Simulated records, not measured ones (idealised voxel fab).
process module | voxel air gaps
cross-section cut | 240 nm wide | cells 5 nm
A cross-section is a grid of square cells, given in bands from the top down. A band is one or more rows of cells.
Each band's line starts with the height of the band's top and of its bottom, in nm. Then come its materials from left to right, each with its width in nm. One material with "throughout" fills the band from edge to edge. "air" is empty space.
Height 0 is the level under which the wafer as received is all one material. The lowest band goes on downwards, as in "0 down".
A width such as "30 to 40" changes by the same amount from each row of cells to the next, from the band's top row to its bottom row.
"no change" after a step means that no cell of the cross-section changed.
closed voids: empty space of 8 cells or more with no open way to the top, each as width x height at its distance from the left edge, in nm
after a step's settings: what the simulator itself notes on the step
overlay nm, on a step with a mask: how far to the right of its planned place the mask lay; to the left if negative
plan
1 op RECEIVE | material Si
2 op CONFORMAL_DEP | material SiO2 | thk nm 15
3 op CONFORMAL_DEP | material SiCN | thk nm 5
4 op DIRECTIONAL_DEP | material SiO2 | thk nm 30
5 op PATTERN | tone open | mask id LINES | material resist | width nm 20 | pitch nm 45 | thk nm 20 | overlay nm 0
6 op DIRECTIONAL_ETCH | etch materials SiO2 | depth nm 30
7 op STRIP | etch materials resist
8 op CONFORMAL_DEP | material TiN | thk nm 5
9 op FILL_DEP | material W | thk nm 10
10 op CMP | height nm 50
11 op EPI | material Ru | thk nm 10
12 op SELECTIVE_ETCH | etch materials SiO2 | depth nm 40
13 op CONFORMAL_DEP | material SiCN | thk nm 5
first wafer, as planned
as received, after step 1
  0 down: Si throughout
  closed voids: none
after step 2
  15 to 0: SiO2 throughout
  below 0: unchanged
after step 3
  20 to 15: SiCN throughout
  below 15: unchanged
after step 4
  50 to 20: SiO2 throughout
  below 20: unchanged
after step 5
  70 to 50: resist 40 | air 20 | resist 25 | air 20 | resist 25 | air 20 | resist 25 | air 20 | resist 45
  below 50: unchanged
after step 6
  70 to 50: resist 40 | air 20 | resist 25 | air 20 | resist 25 | air 20 | resist 25 | air 20 | resist 45
  50 to 20: SiO2 40 | air 20 | SiO2 25 | air 20 | SiO2 25 | air 20 | SiO2 25 | air 20 | SiO2 45
  below 20: unchanged
after step 7
  50 to 20: SiO2 40 | air 20 | SiO2 25 | air 20 | SiO2 25 | air 20 | SiO2 25 | air 20 | SiO2 45
  below 20: unchanged
after step 8
  55 to 50: TiN 45 | air 10 | TiN 35 | air 10 | TiN 35 | air 10 | TiN 35 | air 10 | TiN 50
  50 to 25: SiO2 40 | TiN 5 | air 10 | TiN 5 | SiO2 25 | TiN 5 | air 10 | TiN 5 | SiO2 25 | TiN 5 | air 10 | TiN 5 | SiO2 25 | TiN 5 | air 10 | TiN 5 | SiO2 45
  25 to 20: SiO2 40 | TiN 20 | SiO2 25 | TiN 20 | SiO2 25 | TiN 20 | SiO2 25 | TiN 20 | SiO2 45
  below 20: unchanged
after step 9
  65 to 55: W throughout
  55 to 50: TiN 45 | W 10 | TiN 35 | W 10 | TiN 35 | W 10 | TiN 35 | W 10 | TiN 50
  50 to 25: SiO2 40 | TiN 5 | W 10 | TiN 5 | SiO2 25 | TiN 5 | W 10 | TiN 5 | SiO2 25 | TiN 5 | W 10 | TiN 5 | SiO2 25 | TiN 5 | W 10 | TiN 5 | SiO2 45
  below 25: unchanged
after step 10
  50 to 25: SiO2 40 | TiN 5 | W 10 | TiN 5 | SiO2 25 | TiN 5 | W 10 | TiN 5 | SiO2 25 | TiN 5 | W 10 | TiN 5 | SiO2 25 | TiN 5 | W 10 | TiN 5 | SiO2 45
  below 25: unchanged
after step 11
  60 to 50: air 30 | Ru 40 | air 5 | Ru 40 | air 5 | Ru 40 | air 5 | Ru 40 | air 35
  below 50: unchanged
after step 12
  60 to 50: air 30 | Ru 40 | air 5 | Ru 40 | air 5 | Ru 40 | air 5 | Ru 40 | air 35
  50 to 25: air 40 | TiN 5 | W 10 | TiN 5 | air 25 | TiN 5 | W 10 | TiN 5 | air 25 | TiN 5 | W 10 | TiN 5 | air 25 | TiN 5 | W 10 | TiN 5 | air 45
  25 to 20: air 40 | TiN 20 | air 25 | TiN 20 | air 25 | TiN 20 | air 25 | TiN 20 | air 45
  below 20: unchanged
after step 13
  65 to 60: air 25 | SiCN 185 | air 30
  60 to 50: air 25 | SiCN 5 | Ru 40 | SiCN 5 | Ru 40 | SiCN 5 | Ru 40 | SiCN 5 | Ru 40 | SiCN 5 | air 30
  50 to 45: air 25 | SiCN 15 | TiN 5 | W 10 | TiN 5 | SiCN 25 | TiN 5 | W 10 | TiN 5 | SiCN 25 | TiN 5 | W 10 | TiN 5 | SiCN 25 | TiN 5 | W 10 | TiN 5 | SiCN 15 | air 30
  45 to 25: air 35 | SiCN 5 | TiN 5 | W 10 | TiN 5 | SiCN 5 | air 15 | SiCN 5 | TiN 5 | W 10 | TiN 5 | SiCN 5 | air 15 | SiCN 5 | TiN 5 | W 10 | TiN 5 | SiCN 5 | air 15 | SiCN 5 | TiN 5 | W 10 | TiN 5 | SiCN 5 | air 40
  25 to 20: SiCN 40 | TiN 20 | SiCN 25 | TiN 20 | SiCN 25 | TiN 20 | SiCN 25 | TiN 20 | SiCN 45
  below 20: unchanged
  closed voids: 15 x 20 at 65; 15 x 20 at 110; 15 x 20 at 155
second wafer: like start, like plan, one mistake. Through step 8 it matches the first wafer
when step 9 should have ended
  65 to 55: SiCN throughout
  55 to 50: TiN 45 | SiCN 10 | TiN 35 | SiCN 10 | TiN 35 | SiCN 10 | TiN 35 | SiCN 10 | TiN 50
  50 to 25: SiO2 40 | TiN 5 | SiCN 10 | TiN 5 | SiO2 25 | TiN 5 | SiCN 10 | TiN 5 | SiO2 25 | TiN 5 | SiCN 10 | TiN 5 | SiO2 25 | TiN 5 | SiCN 10 | TiN 5 | SiO2 45
  below 25: unchanged
when step 10 should have ended
  50 to 25: SiO2 40 | TiN 5 | SiCN 10 | TiN 5 | SiO2 25 | TiN 5 | SiCN 10 | TiN 5 | SiO2 25 | TiN 5 | SiCN 10 | TiN 5 | SiO2 25 | TiN 5 | SiCN 10 | TiN 5 | SiO2 45
  below 25: unchanged
when step 11 should have ended
  60 to 50: air 30 | Ru 40 | air 5 | Ru 40 | air 5 | Ru 40 | air 5 | Ru 40 | air 35
  below 50: unchanged
when step 12 should have ended
  60 to 50: air 30 | Ru 40 | air 5 | Ru 40 | air 5 | Ru 40 | air 5 | Ru 40 | air 35
  50 to 25: air 40 | TiN 5 | SiCN 10 | TiN 5 | air 25 | TiN 5 | SiCN 10 | TiN 5 | air 25 | TiN 5 | SiCN 10 | TiN 5 | air 25 | TiN 5 | SiCN 10 | TiN 5 | air 45
  25 to 20: air 40 | TiN 20 | air 25 | TiN 20 | air 25 | TiN 20 | air 25 | TiN 20 | air 45
  below 20: unchanged
when step 13 should have ended
  65 to 60: air 25 | SiCN 185 | air 30
  60 to 50: air 25 | SiCN 5 | Ru 40 | SiCN 5 | Ru 40 | SiCN 5 | Ru 40 | SiCN 5 | Ru 40 | SiCN 5 | air 30
  50 to 45: air 25 | SiCN 15 | TiN 5 | SiCN 10 | TiN 5 | SiCN 25 | TiN 5 | SiCN 10 | TiN 5 | SiCN 25 | TiN 5 | SiCN 10 | TiN 5 | SiCN 25 | TiN 5 | SiCN 10 | TiN 5 | SiCN 15 | air 30
  45 to 25: air 35 | SiCN 5 | TiN 5 | SiCN 10 | TiN 5 | SiCN 5 | air 15 | SiCN 5 | TiN 5 | SiCN 10 | TiN 5 | SiCN 5 | air 15 | SiCN 5 | TiN 5 | SiCN 10 | TiN 5 | SiCN 5 | air 15 | SiCN 5 | TiN 5 | SiCN 10 | TiN 5 | SiCN 5 | air 40
  25 to 20: SiCN 40 | TiN 20 | SiCN 25 | TiN 20 | SiCN 25 | TiN 20 | SiCN 25 | TiN 20 | SiCN 45
  below 20: unchanged
  closed voids: 15 x 20 at 65; 15 x 20 at 110; 15 x 20 at 155
what went wrong: step 9 ran as: op FILL_DEP | material SiCN | thk nm 10
at the end the second wafer has, in cells: 40 more of SiCN | 40 fewer of W
